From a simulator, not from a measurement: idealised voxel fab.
process module | voxel transistor to metal
cross-section cut | 210 nm wide | cells 5 nm
A cross-section is a grid of square cells, given in bands from the top down. A band is one or more rows of cells.
Each band's line starts with the height of the band's top and of its bottom, in nm. Then come its materials from left to right, each with its width in nm. One material with "throughout" fills the band from edge to edge. "air" is empty space.
Height 0 is the level under which the wafer as received is all one material. The lowest band goes on downwards, as in "0 down".
A width such as "30 to 40" changes by the same amount from each row of cells to the next, from the band's top row to its bottom row.
"no change" after a step means that no cell of the cross-section changed.
closed voids: empty space of 8 cells or more with no open way to the top, each as width x height at its distance from the left edge, in nm
after a step's settings: what the simulator itself notes on the step
overlay nm, on a step with a mask: how far to the right of its planned place the mask lay; to the left if negative
plan
1 op RECEIVE | material Si
2 op CONFORMAL_DEP | material SiO2 | thk nm 5
3 op CONFORMAL_DEP | material SiN | thk nm 15
4 op DIRECTIONAL_DEP | material aC | thk nm 10
5 op PATTERN | tone cover | mask id ACTIVE | material resist | width nm 85 | thk nm 30 | overlay nm 0
6 op DIRECTIONAL_ETCH | etch materials aC | depth nm 10
7 op STRIP | etch materials resist
8 op DIRECTIONAL_ETCH | etch materials SiN | depth nm 15
9 op DIRECTIONAL_ETCH | etch materials SiO2 | depth nm 5
10 op DIRECTIONAL_ETCH | etch materials Si | depth nm 25
11 op STRIP | etch materials aC
12 op OXIDIZE | depth nm 5
13 op FILL_DEP | material SiO2 | thk nm 15
14 op CMP | height nm 20
15 op SELECTIVE_ETCH | etch materials SiO2 | depth nm 5
16 op STRIP | etch materials SiN
17 op SELECTIVE_ETCH | etch materials SiO2 | depth nm 5
18 op OXIDIZE | depth nm 5
19 op DIRECTIONAL_DEP | material polySi | thk nm 20
20 op DIRECTIONAL_DEP | material SiCN | thk nm 15
21 op MASKED_ETCH | tone cover | mask id GATE | width nm 15 | etch materials SiCN | depth nm 25 | overlay nm 0
22 op MASKED_ETCH | tone cover | mask id GATE | width nm 15 | etch materials polySi | depth nm 30 | overlay nm 0
23 op CONFORMAL_DEP | material SiO2 | thk nm 5
24 op DIRECTIONAL_ETCH | etch materials SiO2 | depth nm 5
25 op CONFORMAL_DEP | material SiN | thk nm 5
26 op DIRECTIONAL_ETCH | etch materials SiN | depth nm 5
27 op DIRECTIONAL_ETCH | etch materials SiO2 | depth nm 5
28 op DIRECTIONAL_ETCH | etch materials Si | depth nm 5
29 op EPI | material pSi | thk nm 10
30 op FILL_DEP | material SiO2 | thk nm 5
31 op CMP | height nm 35
32 op DIRECTIONAL_DEP | material SiO2 | thk nm 15
33 op PATTERN | tone open | mask id CONTACT | material resist | width nm 25 | pitch nm 50 | thk nm 15 | overlay nm 0
34 op DIRECTIONAL_ETCH | etch materials SiO2 | depth nm 50
35 op STRIP | etch materials resist
36 op CONFORMAL_DEP | material TiN | thk nm 5
37 op FILL_DEP | material Ru | thk nm 10
38 op CMP | height nm 50
39 op CONFORMAL_DEP | material SiCN | thk nm 5
40 op DIRECTIONAL_DEP | material lowk | thk nm 15
41 op DIRECTIONAL_DEP | material aC | thk nm 15
42 op PATTERN | tone open | mask id METAL_1 | material resist | width nm 15 | pitch nm 60 | thk nm 30 | overlay nm 0
43 op DIRECTIONAL_ETCH | etch materials aC | depth nm 15
44 op STRIP | etch materials resist
45 op DIRECTIONAL_ETCH | etch materials lowk | depth nm 15
46 op DIRECTIONAL_ETCH | etch materials SiCN | depth nm 5
47 op STRIP | etch materials aC
48 op CONFORMAL_DEP | material TiN | thk nm 5
49 op FILL_DEP | material Ru | thk nm 10
50 op CMP | height nm 70
51 op CONFORMAL_DEP | material SiCN | thk nm 5
52 op DIRECTIONAL_DEP | material SiO2 | thk nm 35
53 op DIRECTIONAL_DEP | material aC | thk nm 15
54 op PATTERN | tone open | mask id METAL_2 | material resist | width nm 15 | pitch nm 60 | thk nm 35 | overlay nm 0
55 op DIRECTIONAL_ETCH | etch materials aC | depth nm 15
56 op STRIP | etch materials resist
57 op DIRECTIONAL_ETCH | etch materials SiO2 | depth nm 20
58 op STRIP | etch materials aC
59 op MASKED_ETCH | tone open | mask id METAL_2_HOLES | width nm 15 | pitch nm 60 | etch materials SiO2 | depth nm 15 | overlay nm 0
60 op MASKED_ETCH | tone open | mask id METAL_2_HOLES | width nm 15 | pitch nm 60 | etch materials SiCN | depth nm 5 | overlay nm 0
61 op CONFORMAL_DEP | material TiN | thk nm 5
62 op FILL_DEP | material Cu | thk nm 5
63 op CMP | height nm 110
64 op CONFORMAL_DEP | material SiN | thk nm 5
first wafer, as planned
as received, after step 1
  0 down: Si throughout
  closed voids: none
after step 2
  5 to 0: SiO2 throughout
  below 0: unchanged
after step 3
  20 to 5: SiN throughout
  below 5: unchanged
after step 4
  30 to 20: aC throughout
  below 20: unchanged
after step 5
  60 to 30: air 60 | resist 85 | air 65
  below 30: unchanged
after step 6
  50 to 30: air 60 | resist 85 | air 65
  30 to 20: air 60 | aC 85 | air 65
  below 20: unchanged
after step 7
  30 to 20: air 60 | aC 85 | air 65
  below 20: unchanged
after step 8
  30 to 20: air 60 | aC 85 | air 65
  20 to 5: air 60 | SiN 85 | air 65
  below 5: unchanged
after step 9
  30 to 20: air 60 | aC 85 | air 65
  20 to 5: air 60 | SiN 85 | air 65
  5 to 0: air 60 | SiO2 85 | air 65
  below 0: unchanged
after step 10
  30 to 20: air 60 | aC 85 | air 65
  20 to 5: air 60 | SiN 85 | air 65
  5 to 0: air 60 | SiO2 85 | air 65
  0 to -25: air 60 | Si 85 | air 65
  below -25: unchanged
after step 11
  20 to 5: air 60 | SiN 85 | air 65
  below 5: unchanged
after step 12
  20 to 5: air 60 | SiN 85 | air 65
  5 to 0: air 60 | SiO2 85 | air 65
  0 to -25: air 60 | SiO2 5 | Si 75 | SiO2 5 | air 65
  -25 to -30: SiO2 65 | Si 75 | SiO2 70
  below -30: unchanged
after step 13
  35 to 20: SiO2 throughout
  20 to 5: SiO2 60 | SiN 85 | SiO2 65
  5 to 0: SiO2 throughout
  0 to -30: SiO2 65 | Si 75 | SiO2 70
  below -30: unchanged
after step 14
  20 to 5: SiO2 60 | SiN 85 | SiO2 65
  below 5: unchanged
after step 15
  20 to 15: air 60 | SiN 85 | air 65
  below 15: unchanged
after step 16
  15 to 5: SiO2 60 | air 85 | SiO2 65
  below 5: unchanged
after step 17
  10 to 0: SiO2 55 | air 95 | SiO2 60
  below 0: unchanged
after step 18
  10 to 0: SiO2 55 | air 95 | SiO2 60
  0 to -5: SiO2 throughout
  below -5: unchanged
after step 19
  30 to 20: polySi 55 | air 95 | polySi 60
  20 to 10: polySi throughout
  10 to 0: SiO2 55 | polySi 95 | SiO2 60
  below 0: unchanged
after step 20
  45 to 35: SiCN 55 | air 95 | SiCN 60
  35 to 30: SiCN throughout
  30 to 20: polySi 55 | SiCN 95 | polySi 60
  below 20: unchanged
after step 21
  35 to 30: air 95 | SiCN 15 | air 100
  30 to 20: polySi 55 | air 40 | SiCN 15 | air 40 | polySi 60
  below 20: unchanged
after step 22
  35 to 20: air 95 | SiCN 15 | air 100
  20 to 10: air 95 | polySi 15 | air 100
  10 to 0: SiO2 55 | air 40 | polySi 15 | air 40 | SiO2 60
  below 0: unchanged
after step 23
  40 to 35: air 90 | SiO2 25 | air 95
  35 to 20: air 90 | SiO2 5 | SiCN 15 | SiO2 5 | air 95
  20 to 15: air 90 | SiO2 5 | polySi 15 | SiO2 5 | air 95
  15 to 5: SiO2 60 | air 30 | SiO2 5 | polySi 15 | SiO2 5 | air 30 | SiO2 65
  5 to 0: SiO2 95 | polySi 15 | SiO2 100
  below 0: unchanged
after step 24
  35 to 20: air 90 | SiO2 5 | SiCN 15 | SiO2 5 | air 95
  20 to 10: air 90 | SiO2 5 | polySi 15 | SiO2 5 | air 95
  10 to 0: SiO2 60 | air 30 | SiO2 5 | polySi 15 | SiO2 5 | air 30 | SiO2 65
  below 0: unchanged
after step 25
  40 to 35: air 85 | SiN 35 | air 90
  35 to 20: air 85 | SiN 5 | SiO2 5 | SiCN 15 | SiO2 5 | SiN 5 | air 90
  20 to 15: air 85 | SiN 5 | SiO2 5 | polySi 15 | SiO2 5 | SiN 5 | air 90
  15 to 10: SiN 65 | air 20 | SiN 5 | SiO2 5 | polySi 15 | SiO2 5 | SiN 5 | air 20 | SiN 70
  10 to 5: SiO2 60 | SiN 5 | air 20 | SiN 5 | SiO2 5 | polySi 15 | SiO2 5 | SiN 5 | air 20 | SiN 5 | SiO2 65
  5 to 0: SiO2 60 | SiN 30 | SiO2 5 | polySi 15 | SiO2 5 | SiN 30 | SiO2 65
  below 0: unchanged
after step 26
  35 to 20: air 85 | SiN 5 | SiO2 5 | SiCN 15 | SiO2 5 | SiN 5 | air 90
  20 to 10: air 85 | SiN 5 | SiO2 5 | polySi 15 | SiO2 5 | SiN 5 | air 90
  10 to 0: SiO2 60 | SiN 5 | air 20 | SiN 5 | SiO2 5 | polySi 15 | SiO2 5 | SiN 5 | air 20 | SiN 5 | SiO2 65
  below 0: unchanged
after step 27
  35 to 30: air 85 | SiN 5 | air 5 | SiCN 15 | air 5 | SiN 5 | air 90
  30 to 20: air 85 | SiN 5 | SiO2 5 | SiCN 15 | SiO2 5 | SiN 5 | air 90
  20 to 10: air 85 | SiN 5 | SiO2 5 | polySi 15 | SiO2 5 | SiN 5 | air 90
  10 to 5: air 60 | SiN 5 | air 20 | SiN 5 | SiO2 5 | polySi 15 | SiO2 5 | SiN 5 | air 20 | SiN 5 | air 65
  5 to 0: SiO2 60 | SiN 5 | air 20 | SiN 5 | SiO2 5 | polySi 15 | SiO2 5 | SiN 5 | air 20 | SiN 5 | SiO2 65
  0 to -5: SiO2 65 | air 20 | SiO2 35 | air 20 | SiO2 70
  below -5: unchanged
after step 28
  35 to 30: air 85 | SiN 5 | air 5 | SiCN 15 | air 5 | SiN 5 | air 90
  30 to 20: air 85 | SiN 5 | SiO2 5 | SiCN 15 | SiO2 5 | SiN 5 | air 90
  20 to 10: air 85 | SiN 5 | SiO2 5 | polySi 15 | SiO2 5 | SiN 5 | air 90
  10 to 5: air 60 | SiN 5 | air 20 | SiN 5 | SiO2 5 | polySi 15 | SiO2 5 | SiN 5 | air 20 | SiN 5 | air 65
  5 to 0: SiO2 60 | SiN 5 | air 20 | SiN 5 | SiO2 5 | polySi 15 | SiO2 5 | SiN 5 | air 20 | SiN 5 | SiO2 65
  0 to -5: SiO2 65 | air 20 | SiO2 35 | air 20 | SiO2 70
  -5 to -10: SiO2 65 | air 20 | Si 35 | air 20 | SiO2 70
  below -10: unchanged
after step 29
  35 to 30: air 85 | SiN 5 | air 5 | SiCN 15 | air 5 | SiN 5 | air 90
  30 to 20: air 85 | SiN 5 | SiO2 5 | SiCN 15 | SiO2 5 | SiN 5 | air 90
  20 to 10: air 85 | SiN 5 | SiO2 5 | polySi 15 | SiO2 5 | SiN 5 | air 90
  10 to 5: air 60 | SiN 5 | air 20 | SiN 5 | SiO2 5 | polySi 15 | SiO2 5 | SiN 5 | air 20 | SiN 5 | air 65
  5 to 0: SiO2 60 | SiN 5 | air 10 | pSi 10 | SiN 5 | SiO2 5 | polySi 15 | SiO2 5 | SiN 5 | pSi 10 | air 10 | SiN 5 | SiO2 65
  0 to -5: SiO2 65 | pSi 20 | SiO2 35 | pSi 20 | SiO2 70
  -5 to -10: SiO2 65 | pSi 20 | Si 35 | pSi 20 | SiO2 70
  below -10: unchanged
after step 30
  40 to 35: SiO2 throughout
  35 to 20: SiO2 85 | SiN 5 | SiO2 5 | SiCN 15 | SiO2 5 | SiN 5 | SiO2 90
  20 to 10: SiO2 85 | SiN 5 | SiO2 5 | polySi 15 | SiO2 5 | SiN 5 | SiO2 90
  10 to 5: SiO2 60 | SiN 5 | SiO2 20 | SiN 5 | SiO2 5 | polySi 15 | SiO2 5 | SiN 5 | SiO2 20 | SiN 5 | SiO2 65
  5 to 0: SiO2 60 | SiN 5 | SiO2 10 | pSi 10 | SiN 5 | SiO2 5 | polySi 15 | SiO2 5 | SiN 5 | pSi 10 | SiO2 10 | SiN 5 | SiO2 65
  below 0: unchanged
after step 31
  35 to 20: SiO2 85 | SiN 5 | SiO2 5 | SiCN 15 | SiO2 5 | SiN 5 | SiO2 90
  below 20: unchanged
after step 32
  50 to 35: SiO2 throughout
  below 35: unchanged
after step 33
  65 to 50: resist 65 | air 25 | resist 25 | air 25 | resist 70
  below 50: unchanged
after step 34
  65 to 50: resist 65 | air 25 | resist 25 | air 25 | resist 70
  50 to 35: SiO2 65 | air 25 | SiO2 25 | air 25 | SiO2 70
  35 to 20: SiO2 65 | air 20 | SiN 5 | SiO2 5 | SiCN 15 | SiO2 5 | SiN 5 | air 20 | SiO2 70
  20 to 10: SiO2 65 | air 20 | SiN 5 | SiO2 5 | polySi 15 | SiO2 5 | SiN 5 | air 20 | SiO2 70
  10 to 5: SiO2 60 | SiN 5 | air 20 | SiN 5 | SiO2 5 | polySi 15 | SiO2 5 | SiN 5 | air 20 | SiN 5 | SiO2 65
  5 to 0: SiO2 60 | SiN 5 | air 10 | pSi 10 | SiN 5 | SiO2 5 | polySi 15 | SiO2 5 | SiN 5 | pSi 10 | air 10 | SiN 5 | SiO2 65
  below 0: unchanged
after step 35
  50 to 35: SiO2 65 | air 25 | SiO2 25 | air 25 | SiO2 70
  below 35: unchanged
after step 36
  55 to 50: TiN 70 | air 15 | TiN 35 | air 15 | TiN 75
  50 to 40: SiO2 65 | TiN 5 | air 15 | TiN 5 | SiO2 25 | TiN 5 | air 15 | TiN 5 | SiO2 70
  40 to 35: SiO2 65 | TiN 5 | air 10 | TiN 10 | SiO2 25 | TiN 10 | air 10 | TiN 5 | SiO2 70
  35 to 20: SiO2 65 | TiN 5 | air 10 | TiN 5 | SiN 5 | SiO2 5 | SiCN 15 | SiO2 5 | SiN 5 | TiN 5 | air 10 | TiN 5 | SiO2 70
  20 to 10: SiO2 65 | TiN 5 | air 10 | TiN 5 | SiN 5 | SiO2 5 | polySi 15 | SiO2 5 | SiN 5 | TiN 5 | air 10 | TiN 5 | SiO2 70
  10 to 5: SiO2 60 | SiN 5 | TiN 20 | SiN 5 | SiO2 5 | polySi 15 | SiO2 5 | SiN 5 | TiN 20 | SiN 5 | SiO2 65
  5 to 0: SiO2 60 | SiN 5 | TiN 10 | pSi 10 | SiN 5 | SiO2 5 | polySi 15 | SiO2 5 | SiN 5 | pSi 10 | TiN 10 | SiN 5 | SiO2 65
  below 0: unchanged
after step 37
  65 to 55: Ru throughout
  55 to 50: TiN 70 | Ru 15 | TiN 35 | Ru 15 | TiN 75
  50 to 40: SiO2 65 | TiN 5 | Ru 15 | TiN 5 | SiO2 25 | TiN 5 | Ru 15 | TiN 5 | SiO2 70
  40 to 35: SiO2 65 | TiN 5 | Ru 10 | TiN 10 | SiO2 25 | TiN 10 | Ru 10 | TiN 5 | SiO2 70
  35 to 20: SiO2 65 | TiN 5 | Ru 10 | TiN 5 | SiN 5 | SiO2 5 | SiCN 15 | SiO2 5 | SiN 5 | TiN 5 | Ru 10 | TiN 5 | SiO2 70
  20 to 10: SiO2 65 | TiN 5 | Ru 10 | TiN 5 | SiN 5 | SiO2 5 | polySi 15 | SiO2 5 | SiN 5 | TiN 5 | Ru 10 | TiN 5 | SiO2 70
  below 10: unchanged
after step 38
  50 to 40: SiO2 65 | TiN 5 | Ru 15 | TiN 5 | SiO2 25 | TiN 5 | Ru 15 | TiN 5 | SiO2 70
  below 40: unchanged
after step 39
  55 to 50: SiCN throughout
  below 50: unchanged
after step 40
  70 to 55: lowk throughout
  below 55: unchanged
after step 41
  85 to 70: aC throughout
  below 70: unchanged
after step 42
  115 to 85: resist 65 | air 15 | resist 45 | air 15 | resist 70
  below 85: unchanged
after step 43
  100 to 85: resist 65 | air 15 | resist 45 | air 15 | resist 70
  85 to 70: aC 65 | air 15 | aC 45 | air 15 | aC 70
  below 70: unchanged
after step 44
  85 to 70: aC 65 | air 15 | aC 45 | air 15 | aC 70
  below 70: unchanged
after step 45
  85 to 70: aC 65 | air 15 | aC 45 | air 15 | aC 70
  70 to 55: lowk 65 | air 15 | lowk 45 | air 15 | lowk 70
  below 55: unchanged
after step 46
  85 to 70: aC 65 | air 15 | aC 45 | air 15 | aC 70
  70 to 55: lowk 65 | air 15 | lowk 45 | air 15 | lowk 70
  55 to 50: SiCN 65 | air 15 | SiCN 45 | air 15 | SiCN 70
  below 50: unchanged
after step 47
  70 to 55: lowk 65 | air 15 | lowk 45 | air 15 | lowk 70
  below 55: unchanged
after step 48
  75 to 70: TiN 70 | air 5 | TiN 55 | air 5 | TiN 75
  70 to 55: lowk 65 | TiN 5 | air 5 | TiN 5 | lowk 45 | TiN 5 | air 5 | TiN 5 | lowk 70
  55 to 50: SiCN 65 | TiN 15 | SiCN 45 | TiN 15 | SiCN 70
  below 50: unchanged
after step 49
  85 to 75: Ru throughout
  75 to 70: TiN 70 | Ru 5 | TiN 55 | Ru 5 | TiN 75
  70 to 55: lowk 65 | TiN 5 | Ru 5 | TiN 5 | lowk 45 | TiN 5 | Ru 5 | TiN 5 | lowk 70
  below 55: unchanged
after step 50
  70 to 55: lowk 65 | TiN 5 | Ru 5 | TiN 5 | lowk 45 | TiN 5 | Ru 5 | TiN 5 | lowk 70
  below 55: unchanged
after step 51
  75 to 70: SiCN throughout
  below 70: unchanged
after step 52
  110 to 75: SiO2 throughout
  below 75: unchanged
after step 53
  125 to 110: aC throughout
  below 110: unchanged
after step 54
  160 to 125: resist 65 | air 15 | resist 45 | air 15 | resist 70
  below 125: unchanged
after step 55
  145 to 125: resist 65 | air 15 | resist 45 | air 15 | resist 70
  125 to 110: aC 65 | air 15 | aC 45 | air 15 | aC 70
  below 110: unchanged
after step 56
  125 to 110: aC 65 | air 15 | aC 45 | air 15 | aC 70
  below 110: unchanged
after step 57
  125 to 110: aC 65 | air 15 | aC 45 | air 15 | aC 70
  110 to 90: SiO2 65 | air 15 | SiO2 45 | air 15 | SiO2 70
  below 90: unchanged
after step 58
  110 to 90: SiO2 65 | air 15 | SiO2 45 | air 15 | SiO2 70
  below 90: unchanged
after step 59
  110 to 75: SiO2 65 | air 15 | SiO2 45 | air 15 | SiO2 70
  below 75: unchanged
after step 60
  110 to 75: SiO2 65 | air 15 | SiO2 45 | air 15 | SiO2 70
  75 to 70: SiCN 65 | air 15 | SiCN 45 | air 15 | SiCN 70
  below 70: unchanged
after step 61
  115 to 110: TiN 70 | air 5 | TiN 55 | air 5 | TiN 75
  110 to 75: SiO2 65 | TiN 5 | air 5 | TiN 5 | SiO2 45 | TiN 5 | air 5 | TiN 5 | SiO2 70
  75 to 70: SiCN 65 | TiN 15 | SiCN 45 | TiN 15 | SiCN 70
  below 70: unchanged
after step 62
  120 to 115: Cu throughout
  115 to 110: TiN 70 | Cu 5 | TiN 55 | Cu 5 | TiN 75
  110 to 75: SiO2 65 | TiN 5 | Cu 5 | TiN 5 | SiO2 45 | TiN 5 | Cu 5 | TiN 5 | SiO2 70
  below 75: unchanged
after step 63
  110 to 75: SiO2 65 | TiN 5 | Cu 5 | TiN 5 | SiO2 45 | TiN 5 | Cu 5 | TiN 5 | SiO2 70
  below 75: unchanged
after step 64
  115 to 110: SiN throughout
  below 110: unchanged
second wafer: like start, like plan, one mistake. Through step 38 it matches the first wafer
when step 39 should have ended
  65 to 50: lowk throughout
  below 50: unchanged
when step 40 should have ended
  70 to 65: SiCN throughout
  below 65: unchanged
when step 41 should have ended
  85 to 70: aC throughout
  below 70: unchanged
when step 42 should have ended
  115 to 85: resist 65 | air 15 | resist 45 | air 15 | resist 70
  below 85: unchanged
when step 43 should have ended
  100 to 85: resist 65 | air 15 | resist 45 | air 15 | resist 70
  85 to 70: aC 65 | air 15 | aC 45 | air 15 | aC 70
  below 70: unchanged
when step 44 should have ended
  85 to 70: aC 65 | air 15 | aC 45 | air 15 | aC 70
  below 70: unchanged
when step 45 should have ended: no change
when step 46 should have ended
  85 to 70: aC 65 | air 15 | aC 45 | air 15 | aC 70
  70 to 65: SiCN 65 | air 15 | SiCN 45 | air 15 | SiCN 70
  below 65: unchanged
when step 47 should have ended
  70 to 65: SiCN 65 | air 15 | SiCN 45 | air 15 | SiCN 70
  below 65: unchanged
when step 48 should have ended
  75 to 70: TiN 70 | air 5 | TiN 55 | air 5 | TiN 75
  70 to 65: SiCN 65 | TiN 15 | SiCN 45 | TiN 15 | SiCN 70
  below 65: unchanged
when step 49 should have ended
  85 to 75: Ru throughout
  75 to 70: TiN 70 | Ru 5 | TiN 55 | Ru 5 | TiN 75
  below 70: unchanged
when step 50 should have ended
  70 to 65: SiCN 65 | TiN 15 | SiCN 45 | TiN 15 | SiCN 70
  below 65: unchanged
when step 51 should have ended
  75 to 70: SiCN throughout
  below 70: unchanged
when step 52 should have ended
  110 to 75: SiO2 throughout
  below 75: unchanged
when step 53 should have ended
  125 to 110: aC throughout
  below 110: unchanged
when step 54 should have ended
  160 to 125: resist 65 | air 15 | resist 45 | air 15 | resist 70
  below 125: unchanged
when step 55 should have ended
  145 to 125: resist 65 | air 15 | resist 45 | air 15 | resist 70
  125 to 110: aC 65 | air 15 | aC 45 | air 15 | aC 70
  below 110: unchanged
when step 56 should have ended
  125 to 110: aC 65 | air 15 | aC 45 | air 15 | aC 70
  below 110: unchanged
when step 57 should have ended
  125 to 110: aC 65 | air 15 | aC 45 | air 15 | aC 70
  110 to 90: SiO2 65 | air 15 | SiO2 45 | air 15 | SiO2 70
  below 90: unchanged
when step 58 should have ended
  110 to 90: SiO2 65 | air 15 | SiO2 45 | air 15 | SiO2 70
  below 90: unchanged
when step 59 should have ended
  110 to 75: SiO2 65 | air 15 | SiO2 45 | air 15 | SiO2 70
  below 75: unchanged
when step 60 should have ended
  110 to 75: SiO2 65 | air 15 | SiO2 45 | air 15 | SiO2 70
  75 to 70: SiCN 65 | air 15 | SiCN 45 | air 15 | SiCN 70
  below 70: unchanged
when step 61 should have ended
  115 to 110: TiN 70 | air 5 | TiN 55 | air 5 | TiN 75
  110 to 75: SiO2 65 | TiN 5 | air 5 | TiN 5 | SiO2 45 | TiN 5 | air 5 | TiN 5 | SiO2 70
  75 to 65: SiCN 65 | TiN 15 | SiCN 45 | TiN 15 | SiCN 70
  below 65: unchanged
when step 62 should have ended
  120 to 115: Cu throughout
  115 to 110: TiN 70 | Cu 5 | TiN 55 | Cu 5 | TiN 75
  110 to 75: SiO2 65 | TiN 5 | Cu 5 | TiN 5 | SiO2 45 | TiN 5 | Cu 5 | TiN 5 | SiO2 70
  below 75: unchanged
when step 63 should have ended
  110 to 75: SiO2 65 | TiN 5 | Cu 5 | TiN 5 | SiO2 45 | TiN 5 | Cu 5 | TiN 5 | SiO2 70
  below 75: unchanged
when step 64 should have ended
  115 to 110: SiN throughout
  below 110: unchanged
what went wrong: steps 39 and 40 were swapped
at the end the second wafer has, in cells: 6 fewer of Ru | 12 fewer of TiN | 18 more of lowk
